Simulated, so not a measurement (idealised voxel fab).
A process module follows: voxel released beams.
Cross-section cut spans 155 nm and uses square cells 5 nm in size.
Cross-section spec: square-cell grid; bands listed top down; each band is one or more rows. First you get the band's top height and its bottom height, in nm, and then the materials it's made of, left to right, with each width in nm. If you see a single material with "edge to edge", that one covers the band edge to edge. "empty" is empty space. A quick word on heights: they are counted from 0, and under that level the wafer as it came to us is one material throughout. The lowest band is different from the rest in having no bottom; it simply continues downward, written as in "top 0, no bottom". The width entry "30->40" should be interpreted row by row: the top row of cells in the band takes the first number, the bottom row takes the second number, and the change between adjacent rows is uniform throughout. You'll sometimes find "everything unchanged" written for a step, and that's the way of saying that nowhere in the cross-section did a cell change during that step. Reported under the label "Closed internal voids" are the empty spaces having no open way to the top and comprising 8 cells or more; the notation for each is width x height at distance, in which the distance is measured from the left edge and all three values are in nm. Heads up: the bit after the settings on a step's line is the simulator's remark on that step. overlay nm: mask offset rightward from planned place, masked step; negative means leftward offset.
Process steps (planned):
1 RECEIVE with material Si
2 CONFORMAL_DEP with material Al2O3, thk nm 5
3 DIRECTIONAL_DEP with material SiO2, thk nm 10
4 DIRECTIONAL_DEP with material aC, thk nm 15
5 PATTERN with tone open, mask id ANCHOR, material resist, width nm 40, thk nm 35, overlay nm 0
6 DIRECTIONAL_ETCH with etch materials aC, depth nm 15
7 STRIP with etch materials resist
8 DIRECTIONAL_ETCH with etch materials SiO2, depth nm 10
9 STRIP with etch materials aC
10 CONFORMAL_DEP with material SiN, thk nm 15
11 MASKED_ETCH with tone cover, mask id BEAM, width nm 100, etch materials SiN, depth nm 15, overlay nm 0
12 STRIP with etch materials SiO2
On the first of the two wafers: run conducted according to plan:
As-received state of the wafer in cross-section, equivalent to post-step 1:
    top 0, no bottom | Si edge to edge
    Closed internal voids: none
How the wafer stands in section after step 2:
    top 5, bottom 0 | Al2O3 edge to edge
    Anything lower than 0 is untouched.
How the wafer stands in section after step 3:
    top 15, bottom 5 | SiO2 edge to edge
    Anything lower than 5 is untouched.
How the wafer stands in section after step 4:
    top 30, bottom 15 | aC edge to edge
    Anything lower than 15 is untouched.
How the wafer stands in section after step 5:
    top 65, bottom 30 | resist 30 nm | empty 40 nm | resist 85 nm
    Anything lower than 30 is untouched.
How the wafer stands in section after step 6:
    top 50, bottom 30 | resist 30 nm | empty 40 nm | resist 85 nm
    top 30, bottom 15 | aC 30 nm | empty 40 nm | aC 85 nm
    Anything lower than 15 is untouched.
How the wafer stands in section after step 7:
    top 30, bottom 15 | aC 30 nm | empty 40 nm | aC 85 nm
    Anything lower than 15 is untouched.
How the wafer stands in section after step 8:
    top 30, bottom 15 | aC 30 nm | empty 40 nm | aC 85 nm
    top 15, bottom 5 | SiO2 30 nm | empty 40 nm | SiO2 85 nm
    Anything lower than 5 is untouched.
How the wafer stands in section after step 9:
    top 15, bottom 5 | SiO2 30 nm | empty 40 nm | SiO2 85 nm
    Anything lower than 5 is untouched.
How the wafer stands in section after step 10:
    top 30, bottom 20 | SiN 45 nm | empty 10 nm | SiN 100 nm
    top 20, bottom 15 | SiN edge to edge
    top 15, bottom 5 | SiO2 30 nm | SiN 40 nm | SiO2 85 nm
    Anything lower than 5 is untouched.
How the wafer stands in section after step 11:
    top 30, bottom 20 | empty 25 nm | SiN 20 nm | empty 10 nm | SiN 70 nm | empty 30 nm
    top 20, bottom 15 | empty 25 nm | SiN 100 nm | empty 30 nm
    Anything lower than 15 is untouched.
How the wafer stands in section after step 12:
    top 30, bottom 20 | empty 25 nm | SiN 20 nm | empty 10 nm | SiN 70 nm | empty 30 nm
    top 20, bottom 15 | empty 25 nm | SiN 100 nm | empty 30 nm
    top 15, bottom 5 | empty 30 nm | SiN 40 nm | empty 85 nm
    Anything lower than 5 is untouched.
Second wafer, same starting conditions and recipe as the first, one mistake in executing it, nothing differs from the first up to and including step 10:
Second wafer profile in section, at the moment step 11 of the plan was meant to be complete:
    top 30, bottom 25 | empty 25 nm | SiN 20 nm | empty 10 nm | SiN 70 nm | empty 30 nm
    Anything lower than 25 is untouched.
Second wafer profile in section, at the moment step 12 of the plan was meant to be complete: everything unchanged
Nonconformance to the process plan: step 11 was not run as planned; what actually ran was MASKED_ETCH with tone cover, mask id BEAM, width nm 100, etch materials SiN, depth nm 5, overlay nm 0
Count the cells at the end and the second wafer has more or fewer of some materials than the first: +22 SiN; +46 SiO2
